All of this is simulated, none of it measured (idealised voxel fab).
This is a process module. Its name is voxel self aligned contacts.
For reference, the cross-section in this document is cut, with width 210 nm and square cells of 5 nm.
How to read a cross-section here: the picture is a grid of square cells, written as bands going from the top down, and any band can span one or more rows of cells.
Look at the band entry: it leads with the top's height and the bottom's height in nm. Then it lists the materials left to right, with a width in nm for each. The word "all across" on a single material says that material fills the band edge to edge. The word "blank" is empty space.
All heights in this document are referenced to 0, defined as the level beneath which the wafer, as received, consists entirely of one material. The lowest band is not bounded below; it extends indefinitely downward and is written in the form "0..down".
Width: "30->40" (first number = top row, second number = bottom row, same change from row to row of cells).
"remains unaltered" after a step means that no cell of the cross-section changed.
Voids not open to the top, 8 cells minimum: see "Trapped voids". Written width x height at distance; distance is from the left edge; nm.
Text after the settings on a step's line: the simulator's own remark on that step.
overlay nm: step with mask; distance mask lay right of planned place; negative value = left of planned place.

-- Here's what the planned process steps look like
| 1 | RECEIVE: material Si |
| 2 | CONFORMAL_DEP: material SiO2, thk nm 5 |
| 3 | DIRECTIONAL_DEP: material polySi, thk nm 20 |
| 4 | DIRECTIONAL_DEP: material SiN, thk nm 15 |
| 5 | DIRECTIONAL_DEP: material aC, thk nm 10 |
| 6 | PATTERN: tone cover, mask id GATE, material resist, width nm 35, pitch nm 60, thk nm 25, overlay nm 0 |
| 7 | DIRECTIONAL_ETCH: etch materials aC, depth nm 10 |
| 8 | STRIP: etch materials resist |
| 9 | DIRECTIONAL_ETCH: etch materials SiN, depth nm 15 |
| 10 | DIRECTIONAL_ETCH: etch materials polySi, depth nm 20 |
| 11 | STRIP: etch materials aC |
| 12 | CONFORMAL_DEP: material SiN, thk nm 5 |
| 13 | DIRECTIONAL_ETCH: etch materials SiN, depth nm 5 |
| 14 | FILL_DEP: material SiO2, thk nm 10 |
| 15 | CMP: height nm 45 |
| 16 | PATTERN: tone open, mask id CONTACT, material resist, width nm 35, thk nm 15, overlay nm 0 |
| 17 | DIRECTIONAL_ETCH: etch materials SiO2, depth nm 45 |
| 18 | STRIP: etch materials resist |
| 19 | CONFORMAL_DEP: material TiN, thk nm 5 |
| 20 | FILL_DEP: material W, thk nm 10 |
| 21 | CMP: height nm 45 |
| 22 | CONFORMAL_DEP: material SiCN, thk nm 5 |

-- Here's what the wafer looked like in cross-section when it arrived - that's after step 1
    0..down: Si all across
    Trapped voids: none

-- Sectioned view, first of two wafers, at the close of the module, processed as intended in the plan
    50..45: SiCN all across
    45..40: SiO2: 85 / TiN: 15 / W: 5 / TiN: 15 / SiO2: 90
    40..25: SiO2: 50 / SiN: 45 / TiN: 5 / W: 5 / TiN: 5 / SiN: 45 / SiO2: 55
    25..5: SiO2: 50 / SiN: 5 / polySi: 35 / SiN: 5 / TiN: 5 / W: 5 / TiN: 5 / SiN: 5 / polySi: 35 / SiN: 5 / SiO2: 55
    5..0: SiO2: 95 / TiN: 15 / SiO2: 100
    0..down: Si all across
    Trapped voids: none

-- Here is the second of the two wafers cut open at the end of the module - same start, same plan as the first one, but we made one mistake running it
    50..45: SiCN all across
    45..40: SiO2: 85 / TiN: 15 / W: 5 / TiN: 15 / SiO2: 90
    40..25: SiO2: 50 / SiN: 45 / TiN: 5 / W: 5 / TiN: 5 / SiN: 45 / SiO2: 55
    25..20: SiO2: 95 / TiN: 15 / SiO2: 100
    20..0: polySi all across
    0..down: Si all across
    Trapped voids: none
what went wrong: the run placed steps 2 and 3 each in the position the plan gave to the other
Final comparison by cell count, materials where the second wafer has more or fewer than the first: -16 SiN | -84 SiO2 | -8 TiN | -4 W | +112 polySi
